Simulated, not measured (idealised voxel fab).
Module name: voxel ribs on slabs (process module)
We display cut, a cross-section 275 nm in width whose square cells are each 5 nm.
Just so we're on the same page, the cross-sections are grids of square cells, and they're listed out in bands top to bottom, each band one or more rows deep. Look at the band entry: it leads with the top's height and the bottom's height in nm. Then it lists the materials left to right, with a width in nm for each. The word "throughout" on a single material says that material fills the band edge to edge. The word "blank" is empty space. Heights are measured from 0, the level below which the as-received wafer is all one material; the lowest band has no bottom and continues downward, written as in "0 down". Quick explanation for "30..40": the width changes in equal steps down the rows of cells, from the first number in the band's top row to the second number in its bottom row. The cross-section has no changed cell in any step marked "nothing changed". "Entrapped voids" enumerates empty spaces isolated from the top, with no open way to it, that contain at least 8 cells, giving each as width x height at distance from the left edge, all three in nm. That trailing text on a step's line, after the settings, is the simulator's own remark on the step. Each step line may optionally specify "overlay nm", which for a step with a mask gives the rightward distance between the mask's planned place and where it lay, a negative value indicating the leftward direction.

Listed below are the process steps as planned
1,RECEIVE with material Si
2,DIRECTIONAL_DEP with material SiO2, thk nm 20
3,DIRECTIONAL_DEP with material SiN, thk nm 15
4,PATTERN with tone cover, mask id RIB, material resist, width nm 25, thk nm 20, overlay nm 0
5,DIRECTIONAL_ETCH with etch materials SiN, depth nm 10
6,STRIP with etch materials resist
7,DIRECTIONAL_DEP with material aC, thk nm 10
8,PATTERN with tone cover, mask id SLAB, material resist, width nm 75, thk nm 25, overlay nm 0
9,DIRECTIONAL_ETCH with etch materials aC, depth nm 10
10,STRIP with etch materials resist
11,DIRECTIONAL_ETCH with etch materials SiN, depth nm 5
12,STRIP with etch materials aC
13,FILL_DEP with material SiO2, thk nm 30
14,CMP with height nm 55
15,DIRECTIONAL_DEP with material TiN, thk nm 10
16,PATTERN with tone cover, mask id HEATER, material resist, width nm 35, thk nm 15, overlay nm 0
17,DIRECTIONAL_ETCH with etch materials TiN, depth nm 10
18,STRIP with etch materials resist
19,CONFORMAL_DEP with material SiN, thk nm 5

Cross-section of the wafer at receipt, which is the condition after step 1
  0 down | Si throughout
  Entrapped voids: none

Figure: cross-sectional view of the wafer upon completion of the module, processed from the initial state and according to the plan depicted above, with one error introduced during execution
  70 to 65 | blank 115 nm / aC 45 nm / blank 115 nm
  65 to 60 | blank 115 nm / aC 5 nm / TiN 35 nm / aC 5 nm / blank 115 nm
  60 to 55 | aC 120 nm / TiN 35 nm / aC 120 nm
  55 to 35 | SiO2 throughout
  35 to 25 | SiO2 125 nm / SiN 25 nm / SiO2 125 nm
  25 to 20 | SiO2 100 nm / SiN 75 nm / SiO2 100 nm
  20 to 0 | SiO2 throughout
  0 down | Si throughout
  Entrapped voids: none
Deviation from plan: heads up, step 19 didn't go per plan, it actually ran as CONFORMAL_DEP with material aC, thk nm 5
